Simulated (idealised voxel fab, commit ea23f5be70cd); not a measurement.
process module | voxel air gaps
cross-section cut | 290 nm wide | cells 5 nm
A cross-section is a grid of square cells, given in bands from the top down. A band is one or more rows of cells.
Each band's line starts with the height of the band's top and of its bottom, in nm. Then come its materials from left to right, each with its width in nm. One material with "throughout" fills the band from edge to edge. "air" is empty space.
Height 0 is the level under which the wafer as received is all one material. The lowest band goes on downwards, as in "0 down".
A width such as "30 to 40" changes by the same amount from each row of cells to the next, from the band's top row to its bottom row.
"no change" after a step means that no cell of the cross-section changed.
closed voids: empty space of 8 cells or more with no open way to the top, each as width x height at its distance from the left edge, in nm
after a step's settings: what the simulator itself notes on the step
overlay nm, on a step with a mask: how far to the right of its planned place the mask lay; to the left if negative
plan
1 op RECEIVE | material Si
2 op CONFORMAL_DEP | material SiO2 | thk nm 15
3 op CONFORMAL_DEP | material SiN | thk nm 5
4 op DIRECTIONAL_DEP | material SiO2 | thk nm 40
5 op PATTERN | tone open | mask id LINES | material resist | width nm 15 | pitch nm 50 | thk nm 15 | overlay nm 0
6 op DIRECTIONAL_ETCH | etch materials SiO2 | depth nm 40
7 op STRIP | etch materials resist
8 op CONFORMAL_DEP | material TiN | thk nm 5
9 op FILL_DEP | material Ru | thk nm 5
10 op CMP | height nm 60
11 op EPI | material Ru | thk nm 10
12 op SELECTIVE_ETCH | etch materials SiO2 | depth nm 50
13 op CONFORMAL_DEP | material SiCN | thk nm 5
varied across the wafers: width nm of step 5. The plan shows the first wafer's value. All wafers start alike
first wafer as received, after step 1
  0 down: Si throughout
  closed voids: none
each wafer at the end: cells of each material gained (+) or lost (-) since it was received, then its closed voids
width nm 15 | +63 Ru | +142 SiCN | +58 SiN | +174 SiO2 | +51 TiN | closed voids: none
width nm 20 | +90 Ru | +142 SiCN | +58 SiN | +174 SiO2 | +54 TiN | closed voids: 20 x 30 at 110; 20 x 30 at 160
width nm 25 | +117 Ru | +134 SiCN | +58 SiN | +174 SiO2 | +57 TiN | closed voids: 15 x 30 at 110; 15 x 30 at 160
width nm 30 | +144 Ru | +86 SiCN | +58 SiN | +238 SiO2 | +60 TiN | closed voids: none
width nm 35 | +167 Ru | +86 SiCN | +58 SiN | +222 SiO2 | +63 TiN | closed voids: none
